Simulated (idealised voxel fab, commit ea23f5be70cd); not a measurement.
Process module heading - voxel ribs on slabs
Cross-section cut spans 225 nm and uses square cells 5 nm in size.
Notation: cross-section as square-cell grid; stated in bands, top first, going down; one or more cell rows per band.
Top height, bottom height, nm. Materials left to right, width each, nm. Single material + "edge to edge" = fills band edge to edge. "air" = empty.
Height reference: 0 = level under which incoming wafer is all one material. Lowest band: no bottom, runs on downward, e.g. "0 -> down".
A width such as "30..40" changes by the same amount from each row of cells to the next, from the band's top row to its bottom row.
"nothing got changed" after a step means that no cell of the cross-section changed.
Basically, "Closed void register" tells you about the enclosed voids: empty spaces with no open way to the top, 8 cells or bigger, each written width x height at distance, where distance is from the left edge, all in nm.
It should be noted that, on the line of a given step, the content following the step's settings is a remark produced by the simulator itself with respect to that step.
A step's line can hold "overlay nm"; with a mask on that step, the setting says how far right of the planned place the mask lay, while a negative setting says it lay to the left.
Read each pair as before and after one process step. The after cross-section shows only down to the lowest band that changed. The step between them and its settings are given below the pair. Pairs can come from different runs of this module on the same starting wafer. A pair continues from the pair above only where its "Before processing" entry says so.
BEFORE PROCESSING
0 -> down | Si edge to edge
Closed void register: none
STRUCTURE AFTER STEP
30 -> 0 | SiO2 edge to edge
Anything lower than 0 is untouched.
Closed void register: none
Which step turns the before cross-section above into the after cross-section? DIRECTIONAL_DEP, material SiO2, thk nm 30
Before processing: see the after view in the pair directly above.
STRUCTURE AFTER STEP
55 -> 30 | SiN edge to edge
Anything lower than 30 is untouched.
Closed void register: none
Which step turns the before cross-section above into the after cross-section? DIRECTIONAL_DEP, material SiN, thk nm 25
Before processing: see the after view in the pair directly above.
STRUCTURE AFTER STEP
75 -> 55 | 100 nm air | 20 nm resist | 105 nm air
Anything lower than 55 is untouched.
Closed void register: none
Which step turns the before cross-section above into the after cross-section? PATTERN, tone cover, mask id RIB, material resist, width nm 20, thk nm 20, overlay nm 0
Before processing: see the after view in the pair directly above.
STRUCTURE AFTER STEP
75 -> 55 | 100 nm air | 20 nm resist | 105 nm air
55 -> 45 | 100 nm air | 20 nm SiN | 105 nm air
Anything lower than 45 is untouched.
Closed void register: none
Which step turns the before cross-section above into the after cross-section? DIRECTIONAL_ETCH, etch materials SiN, depth nm 10
Before processing: see the after view in the pair directly above.
STRUCTURE AFTER STEP
55 -> 45 | 100 nm air | 20 nm SiN | 105 nm air
Anything lower than 45 is untouched.
Closed void register: none
Which step turns the before cross-section above into the after cross-section? STRIP, etch materials resist
Before processing: see the after view in the pair directly above.
STRUCTURE AFTER STEP
55 -> 45 | 100 nm air | 20 nm SiN | 105 nm air
45 -> 30 | 70 nm air | 80 nm SiN | 75 nm air
Anything lower than 30 is untouched.
Closed void register: none
Which step turns the before cross-section above into the after cross-section? MASKED_ETCH, tone cover, mask id SLAB, width nm 80, etch materials SiN, depth nm 15, overlay nm 0
Before processing: see the after view in the pair directly above.
STRUCTURE AFTER STEP
80 -> 55 | SiO2 edge to edge
55 -> 45 | 100 nm SiO2 | 20 nm SiN | 105 nm SiO2
45 -> 30 | 70 nm SiO2 | 80 nm SiN | 75 nm SiO2
Anything lower than 30 is untouched.
Closed void register: none
Which step turns the before cross-section above into the after cross-section? FILL_DEP, material SiO2, thk nm 25
Before processing: see the after view in the pair directly above.
STRUCTURE AFTER STEP
70 -> 55 | SiO2 edge to edge
Anything lower than 55 is untouched.
Closed void register: none
Which step turns the before cross-section above into the after cross-section? CMP, height nm 70
Before processing: see the after view in the pair directly above.
STRUCTURE AFTER STEP
80 -> 70 | TiN edge to edge
Anything lower than 70 is untouched.
Closed void register: none
Which step turns the before cross-section above into the after cross-section? DIRECTIONAL_DEP, material TiN, thk nm 10
Before processing: see the after view in the pair directly above.
STRUCTURE AFTER STEP
95 -> 80 | 95 nm air | 30 nm resist | 100 nm air
Anything lower than 80 is untouched.
Closed void register: none
Which step turns the before cross-section above into the after cross-section? PATTERN, tone cover, mask id HEATER, material resist, width nm 30, thk nm 15, overlay nm 0
Before processing: see the after view in the pair directly above.
STRUCTURE AFTER STEP
95 -> 80 | 95 nm air | 30 nm resist | 100 nm air
80 -> 70 | 95 nm air | 30 nm TiN | 100 nm air
Anything lower than 70 is untouched.
Closed void register: none
Which step turns the before cross-section above into the after cross-section? DIRECTIONAL_ETCH, etch materials TiN, depth nm 10
Before processing: see the after view in the pair directly above.
STRUCTURE AFTER STEP
80 -> 70 | 95 nm air | 30 nm TiN | 100 nm air
Anything lower than 70 is untouched.
Closed void register: none
Which step turns the before cross-section above into the after cross-section? STRIP, etch materials resist
Before processing: see the after view in the pair directly above.
STRUCTURE AFTER STEP
85 -> 80 | 90 nm air | 40 nm SiO2 | 95 nm air
80 -> 75 | 90 nm air | 5 nm SiO2 | 30 nm TiN | 5 nm SiO2 | 95 nm air
75 -> 70 | 95 nm SiO2 | 30 nm TiN | 100 nm SiO2
Anything lower than 70 is untouched.
Closed void register: none
Which step turns the before cross-section above into the after cross-section? CONFORMAL_DEP, material SiO2, thk nm 5
BEFORE PROCESSING
30 -> 0 | SiO2 edge to edge
0 -> down | Si edge to edge
Closed void register: none
STRUCTURE AFTER STEP
60 -> 0 | SiO2 edge to edge
Anything lower than 0 is untouched.
Closed void register: none
Which step turns the before cross-section above into the after cross-section? DIRECTIONAL_DEP, material SiO2, thk nm 30
Before processing: see the after view in the pair directly above.
STRUCTURE AFTER STEP
85 -> 60 | SiN edge to edge
Anything lower than 60 is untouched.
Closed void register: none
Which step turns the before cross-section above into the after cross-section? DIRECTIONAL_DEP, material SiN, thk nm 25
Before processing: see the after view in the pair directly above.
STRUCTURE AFTER STEP
105 -> 85 | 100 nm air | 20 nm resist | 105 nm air
Anything lower than 85 is untouched.
Closed void register: none
Which step turns the before cross-section above into the after cross-section? PATTERN, tone cover, mask id RIB, material resist, width nm 20, thk nm 20, overlay nm 0
Before processing: see the after view in the pair directly above.
STRUCTURE AFTER STEP
105 -> 85 | 100 nm air | 20 nm resist | 105 nm air
85 -> 75 | 100 nm air | 20 nm SiN | 105 nm air
Anything lower than 75 is untouched.
Closed void register: none
Which step turns the before cross-section above into the after cross-section? DIRECTIONAL_ETCH, etch materials SiN, depth nm 10
Before processing: see the after view in the pair directly above.
STRUCTURE AFTER STEP
85 -> 75 | 100 nm air | 20 nm SiN | 105 nm air
Anything lower than 75 is untouched.
Closed void register: none
Which step turns the before cross-section above into the after cross-section? STRIP, etch materials resist
Before processing: see the after view in the pair directly above.
STRUCTURE AFTER STEP
85 -> 75 | 100 nm air | 20 nm SiN | 105 nm air
75 -> 60 | 70 nm air | 80 nm SiN | 75 nm air
Anything lower than 60 is untouched.
Closed void register: none
Which step turns the before cross-section above into the after cross-section? MASKED_ETCH, tone cover, mask id SLAB, width nm 80, etch materials SiN, depth nm 15, overlay nm 0
Before processing: see the after view in the pair directly above.
STRUCTURE AFTER STEP
110 -> 85 | SiO2 edge to edge
85 -> 75 | 100 nm SiO2 | 20 nm SiN | 105 nm SiO2
75 -> 60 | 70 nm SiO2 | 80 nm SiN | 75 nm SiO2
Anything lower than 60 is untouched.
Closed void register: none
Which step turns the before cross-section above into the after cross-section? FILL_DEP, material SiO2, thk nm 25
Before processing: see the after view in the pair directly above.
STRUCTURE AFTER STEP
70 -> 60 | 70 nm SiO2 | 80 nm SiN | 75 nm SiO2
Anything lower than 60 is untouched.
Closed void register: none
Which step turns the before cross-section above into the after cross-section? CMP, height nm 70
Before processing: see the after view in the pair directly above.
STRUCTURE AFTER STEP
80 -> 70 | TiN edge to edge
Anything lower than 70 is untouched.
Closed void register: none
Which step turns the before cross-section above into the after cross-section? DIRECTIONAL_DEP, material TiN, thk nm 10
Before processing: see the after view in the pair directly above.
STRUCTURE AFTER STEP
95 -> 80 | 95 nm air | 30 nm resist | 100 nm air
Anything lower than 80 is untouched.
Closed void register: none
Which step turns the before cross-section above into the after cross-section? PATTERN, tone cover, mask id HEATER, material resist, width nm 30, thk nm 15, overlay nm 0
Before processing: see the after view in the pair directly above.
STRUCTURE AFTER STEP
95 -> 80 | 95 nm air | 30 nm resist | 100 nm air
80 -> 70 | 95 nm air | 30 nm TiN | 100 nm air
Anything lower than 70 is untouched.
Closed void register: none
Which step turns the before cross-section above into the after cross-section? DIRECTIONAL_ETCH, etch materials TiN, depth nm 10
Before processing: see the after view in the pair directly above.
STRUCTURE AFTER STEP
80 -> 70 | 95 nm air | 30 nm TiN | 100 nm air
Anything lower than 70 is untouched.
Closed void register: none
Which step turns the before cross-section above into the after cross-section? STRIP, etch materials resist
Before processing: see the after view in the pair directly above.
STRUCTURE AFTER STEP
85 -> 80 | 90 nm air | 40 nm SiO2 | 95 nm air
80 -> 75 | 90 nm air | 5 nm SiO2 | 30 nm TiN | 5 nm SiO2 | 95 nm air
75 -> 70 | 95 nm SiO2 | 30 nm TiN | 100 nm SiO2
Anything lower than 70 is untouched.
Closed void register: none
Which step turns the before cross-section above into the after cross-section? CONFORMAL_DEP, material SiO2, thk nm 5
BEFORE PROCESSING
0 -> down | Si edge to edge
Closed void register: none
STRUCTURE AFTER STEP
25 -> 0 | SiN edge to edge
Anything lower than 0 is untouched.
Closed void register: none
Which step turns the before cross-section above into the after cross-section? DIRECTIONAL_DEP, material SiN, thk nm 25
Before processing: see the after view in the pair directly above.
STRUCTURE AFTER STEP
55 -> 25 | SiO2 edge to edge
Anything lower than 25 is untouched.
Closed void register: none
Which step turns the before cross-section above into the after cross-section? DIRECTIONAL_DEP, material SiO2, thk nm 30
Before processing: see the after view in the pair directly above.
STRUCTURE AFTER STEP
75 -> 55 | 100 nm air | 20 nm resist | 105 nm air
Anything lower than 55 is untouched.
Closed void register: none
Which step turns the before cross-section above into the after cross-section? PATTERN, tone cover, mask id RIB, material resist, width nm 20, thk nm 20, overlay nm 0
Before processing: see the after view in the pair directly above.
STRUCTURE AFTER STEP
55 -> 25 | SiO2 edge to edge
Anything lower than 25 is untouched.
Closed void register: none
Which step turns the before cross-section above into the after cross-section? STRIP, etch materials resist
Before processing: see the after view in the pair directly above.
STRUCTURE AFTER STEP
80 -> 25 | SiO2 edge to edge
Anything lower than 25 is untouched.
Closed void register: none
Which step turns the before cross-section above into the after cross-section? FILL_DEP, material SiO2, thk nm 25
Before processing: see the after view in the pair directly above.
STRUCTURE AFTER STEP
70 -> 25 | SiO2 edge to edge
Anything lower than 25 is untouched.
Closed void register: none
Which step turns the before cross-section above into the after cross-section? CMP, height nm 70
Before processing: see the after view in the pair directly above.
STRUCTURE AFTER STEP
80 -> 70 | TiN edge to edge
Anything lower than 70 is untouched.
Closed void register: none
Which step turns the before cross-section above into the after cross-section? DIRECTIONAL_DEP, material TiN, thk nm 10
Before processing: see the after view in the pair directly above.
STRUCTURE AFTER STEP
95 -> 80 | 95 nm air | 30 nm resist | 100 nm air
Anything lower than 80 is untouched.
Closed void register: none
Which step turns the before cross-section above into the after cross-section? PATTERN, tone cover, mask id HEATER, material resist, width nm 30, thk nm 15, overlay nm 0
Before processing: see the after view in the pair directly above.
STRUCTURE AFTER STEP
95 -> 80 | 95 nm air | 30 nm resist | 100 nm air
80 -> 70 | 95 nm air | 30 nm TiN | 100 nm air
Anything lower than 70 is untouched.
Closed void register: none
Which step turns the before cross-section above into the after cross-section? DIRECTIONAL_ETCH, etch materials TiN, depth nm 10
Before processing: see the after view in the pair directly above.
STRUCTURE AFTER STEP
80 -> 70 | 95 nm air | 30 nm TiN | 100 nm air
Anything lower than 70 is untouched.
Closed void register: none
Which step turns the before cross-section above into the after cross-section? STRIP, etch materials resist
Before processing: see the after view in the pair directly above.
STRUCTURE AFTER STEP
85 -> 80 | 90 nm air | 40 nm SiO2 | 95 nm air
80 -> 75 | 90 nm air | 5 nm SiO2 | 30 nm TiN | 5 nm SiO2 | 95 nm air
75 -> 70 | 95 nm SiO2 | 30 nm TiN | 100 nm SiO2
Anything lower than 70 is untouched.
Closed void register: none
Which step turns the before cross-section above into the after cross-section? CONFORMAL_DEP, material SiO2, thk nm 5
BEFORE PROCESSING
30 -> 0 | SiO2 edge to edge
0 -> down | Si edge to edge
Closed void register: none
STRUCTURE AFTER STEP
50 -> 30 | SiN edge to edge
Anything lower than 30 is untouched.
Closed void register: none
Which step turns the before cross-section above into the after cross-section? DIRECTIONAL_DEP, material SiN, thk nm 20
Before processing: see the after view in the pair directly above.
STRUCTURE AFTER STEP
70 -> 50 | 100 nm air | 20 nm resist | 105 nm air
Anything lower than 50 is untouched.
Closed void register: none
Which step turns the before cross-section above into the after cross-section? PATTERN, tone cover, mask id RIB, material resist, width nm 20, thk nm 20, overlay nm 0
Before processing: see the after view in the pair directly above.
STRUCTURE AFTER STEP
70 -> 50 | 100 nm air | 20 nm resist | 105 nm air
50 -> 40 | 100 nm air | 20 nm SiN | 105 nm air
Anything lower than 40 is untouched.
Closed void register: none
Which step turns the before cross-section above into the after cross-section? DIRECTIONAL_ETCH, etch materials SiN, depth nm 10
Before processing: see the after view in the pair directly above.
STRUCTURE AFTER STEP
50 -> 40 | 100 nm air | 20 nm SiN | 105 nm air
Anything lower than 40 is untouched.
Closed void register: none
Which step turns the before cross-section above into the after cross-section? STRIP, etch materials resist
Before processing: see the after view in the pair directly above.
STRUCTURE AFTER STEP
50 -> 40 | 100 nm air | 20 nm SiN | 105 nm air
40 -> 30 | 70 nm air | 80 nm SiN | 75 nm air
Anything lower than 30 is untouched.
Closed void register: none
Which step turns the before cross-section above into the after cross-section? MASKED_ETCH, tone cover, mask id SLAB, width nm 80, etch materials SiN, depth nm 15, overlay nm 0
Before processing: see the after view in the pair directly above.
STRUCTURE AFTER STEP
75 -> 50 | SiO2 edge to edge
50 -> 40 | 100 nm SiO2 | 20 nm SiN | 105 nm SiO2
40 -> 30 | 70 nm SiO2 | 80 nm SiN | 75 nm SiO2
Anything lower than 30 is untouched.
Closed void register: none
Which step turns the before cross-section above into the after cross-section? FILL_DEP, material SiO2, thk nm 25
Before processing: see the after view in the pair directly above.
STRUCTURE AFTER STEP
70 -> 50 | SiO2 edge to edge
Anything lower than 50 is untouched.
Closed void register: none
Which step turns the before cross-section above into the after cross-section? CMP, height nm 70
Before processing: see the after view in the pair directly above.
STRUCTURE AFTER STEP
80 -> 70 | TiN edge to edge
Anything lower than 70 is untouched.
Closed void register: none
Which step turns the before cross-section above into the after cross-section? DIRECTIONAL_DEP, material TiN, thk nm 10
Before processing: see the after view in the pair directly above.
STRUCTURE AFTER STEP
95 -> 80 | 95 nm air | 30 nm resist | 100 nm air
Anything lower than 80 is untouched.
Closed void register: none
Which step turns the before cross-section above into the after cross-section? PATTERN, tone cover, mask id HEATER, material resist, width nm 30, thk nm 15, overlay nm 0
Before processing: see the after view in the pair directly above.
STRUCTURE AFTER STEP
95 -> 80 | 95 nm air | 30 nm resist | 100 nm air
80 -> 70 | 95 nm air | 30 nm TiN | 100 nm air
Anything lower than 70 is untouched.
Closed void register: none
Which step turns the before cross-section above into the after cross-section? DIRECTIONAL_ETCH, etch materials TiN, depth nm 10
Before processing: see the after view in the pair directly above.
STRUCTURE AFTER STEP
80 -> 70 | 95 nm air | 30 nm TiN | 100 nm air
Anything lower than 70 is untouched.
Closed void register: none
Which step turns the before cross-section above into the after cross-section? STRIP, etch materials resist
Before processing: see the after view in the pair directly above.
STRUCTURE AFTER STEP
85 -> 80 | 90 nm air | 40 nm SiO2 | 95 nm air
80 -> 75 | 90 nm air | 5 nm SiO2 | 30 nm TiN | 5 nm SiO2 | 95 nm air
75 -> 70 | 95 nm SiO2 | 30 nm TiN | 100 nm SiO2
Anything lower than 70 is untouched.
Closed void register: none
Which step turns the before cross-section above into the after cross-section? CONFORMAL_DEP, material SiO2, thk nm 5
BEFORE PROCESSING
55 -> 30 | SiN edge to edge
30 -> 0 | SiO2 edge to edge
0 -> down | Si edge to edge
Closed void register: none
STRUCTURE AFTER STEP
75 -> 55 | 95 nm air | 30 nm resist | 100 nm air
Anything lower than 55 is untouched.
Closed void register: none
Which step turns the before cross-section above into the after cross-section? PATTERN, tone cover, mask id RIB, material resist, width nm 30, thk nm 20, overlay nm 0
Before processing: see the after view in the pair directly above.
STRUCTURE AFTER STEP
75 -> 55 | 95 nm air | 30 nm resist | 100 nm air
55 -> 45 | 95 nm air | 30 nm SiN | 100 nm air
Anything lower than 45 is untouched.
Closed void register: none
Which step turns the before cross-section above into the after cross-section? DIRECTIONAL_ETCH, etch materials SiN, depth nm 10
Before processing: see the after view in the pair directly above.
STRUCTURE AFTER STEP
55 -> 45 | 95 nm air | 30 nm SiN | 100 nm air
Anything lower than 45 is untouched.
Closed void register: none
Which step turns the before cross-section above into the after cross-section? STRIP, etch materials resist
Before processing: see the after view in the pair directly above.
STRUCTURE AFTER STEP
55 -> 45 | 95 nm air | 30 nm SiN | 100 nm air
45 -> 30 | 70 nm air | 80 nm SiN | 75 nm air
Anything lower than 30 is untouched.
Closed void register: none
Which step turns the before cross-section above into the after cross-section? MASKED_ETCH, tone cover, mask id SLAB, width nm 80, etch materials SiN, depth nm 15, overlay nm 0
Before processing: see the after view in the pair directly above.
STRUCTURE AFTER STEP
80 -> 55 | SiO2 edge to edge
55 -> 45 | 95 nm SiO2 | 30 nm SiN | 100 nm SiO2
45 -> 30 | 70 nm SiO2 | 80 nm SiN | 75 nm SiO2
Anything lower than 30 is untouched.
Closed void register: none
Which step turns the before cross-section above into the after cross-section? FILL_DEP, material SiO2, thk nm 25
Before processing: see the after view in the pair directly above.
STRUCTURE AFTER STEP
70 -> 55 | SiO2 edge to edge
Anything lower than 55 is untouched.
Closed void register: none
Which step turns the before cross-section above into the after cross-section? CMP, height nm 70
Before processing: see the after view in the pair directly above.
STRUCTURE AFTER STEP
80 -> 70 | TiN edge to edge
Anything lower than 70 is untouched.
Closed void register: none
Which step turns the before cross-section above into the after cross-section? DIRECTIONAL_DEP, material TiN, thk nm 10
Before processing: see the after view in the pair directly above.
STRUCTURE AFTER STEP
95 -> 80 | 95 nm air | 30 nm resist | 100 nm air
Anything lower than 80 is untouched.
Closed void register: none
Which step turns the before cross-section above into the after cross-section? PATTERN, tone cover, mask id HEATER, material resist, width nm 30, thk nm 15, overlay nm 0
Before processing: see the after view in the pair directly above.
STRUCTURE AFTER STEP
95 -> 80 | 95 nm air | 30 nm resist | 100 nm air
80 -> 70 | 95 nm air | 30 nm TiN | 100 nm air
Anything lower than 70 is untouched.
Closed void register: none
Which step turns the before cross-section above into the after cross-section? DIRECTIONAL_ETCH, etch materials TiN, depth nm 10
Before processing: see the after view in the pair directly above.
STRUCTURE AFTER STEP
80 -> 70 | 95 nm air | 30 nm TiN | 100 nm air
Anything lower than 70 is untouched.
Closed void register: none
Which step turns the before cross-section above into the after cross-section? STRIP, etch materials resist
Before processing: see the after view in the pair directly above.
STRUCTURE AFTER STEP
85 -> 80 | 90 nm air | 40 nm SiO2 | 95 nm air
80 -> 75 | 90 nm air | 5 nm SiO2 | 30 nm TiN | 5 nm SiO2 | 95 nm air
75 -> 70 | 95 nm SiO2 | 30 nm TiN | 100 nm SiO2
Anything lower than 70 is untouched.
Closed void register: none
Which step turns the before cross-section above into the after cross-section? CONFORMAL_DEP, material SiO2, thk nm 5
BEFORE PROCESSING
55 -> 45 | 100 nm air | 20 nm SiN | 105 nm air
45 -> 30 | SiN edge to edge
30 -> 0 | SiO2 edge to edge
0 -> down | Si edge to edge
Closed void register: none
STRUCTURE AFTER STEP
55 -> 45 | 100 nm air | 20 nm SiN | 105 nm air
45 -> 30 | 75 nm air | 80 nm SiN | 70 nm air
Anything lower than 30 is untouched.
Closed void register: none
Which step turns the before cross-section above into the after cross-section? MASKED_ETCH, tone cover, mask id SLAB, width nm 80, etch materials SiN, depth nm 15, overlay nm 5
Before processing: see the after view in the pair directly above.
STRUCTURE AFTER STEP
80 -> 55 | SiO2 edge to edge
55 -> 45 | 100 nm SiO2 | 20 nm SiN | 105 nm SiO2
45 -> 30 | 75 nm SiO2 | 80 nm SiN | 70 nm SiO2
Anything lower than 30 is untouched.
Closed void register: none
Which step turns the before cross-section above into the after cross-section? FILL_DEP, material SiO2, thk nm 25
Before processing: see the after view in the pair directly above.
STRUCTURE AFTER STEP
70 -> 55 | SiO2 edge to edge
Anything lower than 55 is untouched.
Closed void register: none
Which step turns the before cross-section above into the after cross-section? CMP, height nm 70
Before processing: see the after view in the pair directly above.
STRUCTURE AFTER STEP
80 -> 70 | TiN edge to edge
Anything lower than 70 is untouched.
Closed void register: none
Which step turns the before cross-section above into the after cross-section? DIRECTIONAL_DEP, material TiN, thk nm 10
Before processing: see the after view in the pair directly above.
STRUCTURE AFTER STEP
95 -> 80 | 95 nm air | 30 nm resist | 100 nm air
Anything lower than 80 is untouched.
Closed void register: none
Which step turns the before cross-section above into the after cross-section? PATTERN, tone cover, mask id HEATER, material resist, width nm 30, thk nm 15, overlay nm 0
Before processing: see the after view in the pair directly above.
STRUCTURE AFTER STEP
95 -> 80 | 95 nm air | 30 nm resist | 100 nm air
80 -> 70 | 95 nm air | 30 nm TiN | 100 nm air
Anything lower than 70 is untouched.
Closed void register: none
Which step turns the before cross-section above into the after cross-section? DIRECTIONAL_ETCH, etch materials TiN, depth nm 10
Before processing: see the after view in the pair directly above.
STRUCTURE AFTER STEP
80 -> 70 | 95 nm air | 30 nm TiN | 100 nm air
Anything lower than 70 is untouched.
Closed void register: none
Which step turns the before cross-section above into the after cross-section? STRIP, etch materials resist
Before processing: see the after view in the pair directly above.
STRUCTURE AFTER STEP
85 -> 80 | 90 nm air | 40 nm SiO2 | 95 nm air
80 -> 75 | 90 nm air | 5 nm SiO2 | 30 nm TiN | 5 nm SiO2 | 95 nm air
75 -> 70 | 95 nm SiO2 | 30 nm TiN | 100 nm SiO2
Anything lower than 70 is untouched.
Closed void register: none
Which step turns the before cross-section above into the after cross-section? CONFORMAL_DEP, material SiO2, thk nm 5
BEFORE PROCESSING
30 -> 0 | SiO2 edge to edge
0 -> down | Si edge to edge
Closed void register: none
STRUCTURE AFTER STEP
55 -> 0 | SiO2 edge to edge
Anything lower than 0 is untouched.
Closed void register: none
Which step turns the before cross-section above into the after cross-section? DIRECTIONAL_DEP, material SiO2, thk nm 25
Before processing: see the after view in the pair directly above.
STRUCTURE AFTER STEP
75 -> 55 | 100 nm air | 20 nm resist | 105 nm air
Anything lower than 55 is untouched.
Closed void register: none
Which step turns the before cross-section above into the after cross-section? PATTERN, tone cover, mask id RIB, material resist, width nm 20, thk nm 20, overlay nm 0
Before processing: see the after view in the pair directly above.
STRUCTURE AFTER STEP
55 -> 0 | SiO2 edge to edge
Anything lower than 0 is untouched.
Closed void register: none
Which step turns the before cross-section above into the after cross-section? STRIP, etch materials resist
Before processing: see the after view in the pair directly above.
STRUCTURE AFTER STEP
80 -> 0 | SiO2 edge to edge
Anything lower than 0 is untouched.
Closed void register: none
Which step turns the before cross-section above into the after cross-section? FILL_DEP, material SiO2, thk nm 25
Before processing: see the after view in the pair directly above.
STRUCTURE AFTER STEP
70 -> 0 | SiO2 edge to edge
Anything lower than 0 is untouched.
Closed void register: none
Which step turns the before cross-section above into the after cross-section? CMP, height nm 70
Before processing: see the after view in the pair directly above.
STRUCTURE AFTER STEP
80 -> 70 | TiN edge to edge
Anything lower than 70 is untouched.
Closed void register: none
Which step turns the before cross-section above into the after cross-section? DIRECTIONAL_DEP, material TiN, thk nm 10
Before processing: see the after view in the pair directly above.
STRUCTURE AFTER STEP
95 -> 80 | 95 nm air | 30 nm resist | 100 nm air
Anything lower than 80 is untouched.
Closed void register: none
Which step turns the before cross-section above into the after cross-section? PATTERN, tone cover, mask id HEATER, material resist, width nm 30, thk nm 15, overlay nm 0
Before processing: see the after view in the pair directly above.
STRUCTURE AFTER STEP
95 -> 80 | 95 nm air | 30 nm resist | 100 nm air
80 -> 70 | 95 nm air | 30 nm TiN | 100 nm air
Anything lower than 70 is untouched.
Closed void register: none
Which step turns the before cross-section above into the after cross-section? DIRECTIONAL_ETCH, etch materials TiN, depth nm 10
Before processing: see the after view in the pair directly above.
STRUCTURE AFTER STEP
80 -> 70 | 95 nm air | 30 nm TiN | 100 nm air
Anything lower than 70 is untouched.
Closed void register: none
Which step turns the before cross-section above into the after cross-section? STRIP, etch materials resist
Before processing: see the after view in the pair directly above.
STRUCTURE AFTER STEP
85 -> 80 | 90 nm air | 40 nm SiO2 | 95 nm air
80 -> 75 | 90 nm air | 5 nm SiO2 | 30 nm TiN | 5 nm SiO2 | 95 nm air
75 -> 70 | 95 nm SiO2 | 30 nm TiN | 100 nm SiO2
Anything lower than 70 is untouched.
Closed void register: none
Which step turns the before cross-section above into the after cross-section? CONFORMAL_DEP, material SiO2, thk nm 5
BEFORE PROCESSING
55 -> 30 | SiN edge to edge
30 -> 0 | SiO2 edge to edge
0 -> down | Si edge to edge
Closed void register: none
STRUCTURE AFTER STEP
75 -> 55 | 100 nm resist | 20 nm air | 105 nm resist
Anything lower than 55 is untouched.
Closed void register: none
Which step turns the before cross-section above into the after cross-section? PATTERN, tone open, mask id RIB, material resist, width nm 20, thk nm 20, overlay nm 0
Before processing: see the after view in the pair directly above.
STRUCTURE AFTER STEP
75 -> 55 | 100 nm resist | 20 nm air | 105 nm resist
55 -> 45 | 100 nm SiN | 20 nm air | 105 nm SiN
Anything lower than 45 is untouched.
Closed void register: none
Which step turns the before cross-section above into the after cross-section? DIRECTIONAL_ETCH, etch materials SiN, depth nm 10
Before processing: see the after view in the pair directly above.
STRUCTURE AFTER STEP
55 -> 45 | 100 nm SiN | 20 nm air | 105 nm SiN
Anything lower than 45 is untouched.
Closed void register: none
Which step turns the before cross-section above into the after cross-section? STRIP, etch materials resist
Before processing: see the after view in the pair directly above.
STRUCTURE AFTER STEP
55 -> 45 | 70 nm air | 30 nm SiN | 20 nm air | 30 nm SiN | 75 nm air
45 -> 40 | 70 nm air | 80 nm SiN | 75 nm air
Anything lower than 40 is untouched.
Closed void register: none
Which step turns the before cross-section above into the after cross-section? MASKED_ETCH, tone cover, mask id SLAB, width nm 80, etch materials SiN, depth nm 15, overlay nm 0
Before processing: see the after view in the pair directly above.
STRUCTURE AFTER STEP
80 -> 55 | SiO2 edge to edge
55 -> 45 | 70 nm SiO2 | 30 nm SiN | 20 nm SiO2 | 30 nm SiN | 75 nm SiO2
45 -> 40 | 70 nm SiO2 | 80 nm SiN | 75 nm SiO2
Anything lower than 40 is untouched.
Closed void register: none
Which step turns the before cross-section above into the after cross-section? FILL_DEP, material SiO2, thk nm 25
Before processing: see the after view in the pair directly above.
STRUCTURE AFTER STEP
70 -> 55 | SiO2 edge to edge
Anything lower than 55 is untouched.
Closed void register: none
Which step turns the before cross-section above into the after cross-section? CMP, height nm 70
Before processing: see the after view in the pair directly above.
STRUCTURE AFTER STEP
80 -> 70 | TiN edge to edge
Anything lower than 70 is untouched.
Closed void register: none
Which step turns the before cross-section above into the after cross-section? DIRECTIONAL_DEP, material TiN, thk nm 10
Before processing: see the after view in the pair directly above.
STRUCTURE AFTER STEP
95 -> 80 | 95 nm air | 30 nm resist | 100 nm air
Anything lower than 80 is untouched.
Closed void register: none
Which step turns the before cross-section above into the after cross-section? PATTERN, tone cover, mask id HEATER, material resist, width nm 30, thk nm 15, overlay nm 0
Before processing: see the after view in the pair directly above.
STRUCTURE AFTER STEP
95 -> 80 | 95 nm air | 30 nm resist | 100 nm air
80 -> 70 | 95 nm air | 30 nm TiN | 100 nm air
Anything lower than 70 is untouched.
Closed void register: none
Which step turns the before cross-section above into the after cross-section? DIRECTIONAL_ETCH, etch materials TiN, depth nm 10
Before processing: see the after view in the pair directly above.
STRUCTURE AFTER STEP
80 -> 70 | 95 nm air | 30 nm TiN | 100 nm air
Anything lower than 70 is untouched.
Closed void register: none
Which step turns the before cross-section above into the after cross-section? STRIP, etch materials resist
Before processing: see the after view in the pair directly above.
STRUCTURE AFTER STEP
85 -> 80 | 90 nm air | 40 nm SiO2 | 95 nm air
80 -> 75 | 90 nm air | 5 nm SiO2 | 30 nm TiN | 5 nm SiO2 | 95 nm air
75 -> 70 | 95 nm SiO2 | 30 nm TiN | 100 nm SiO2
Anything lower than 70 is untouched.
Closed void register: none
Which step turns the before cross-section above into the after cross-section? CONFORMAL_DEP, material SiO2, thk nm 5
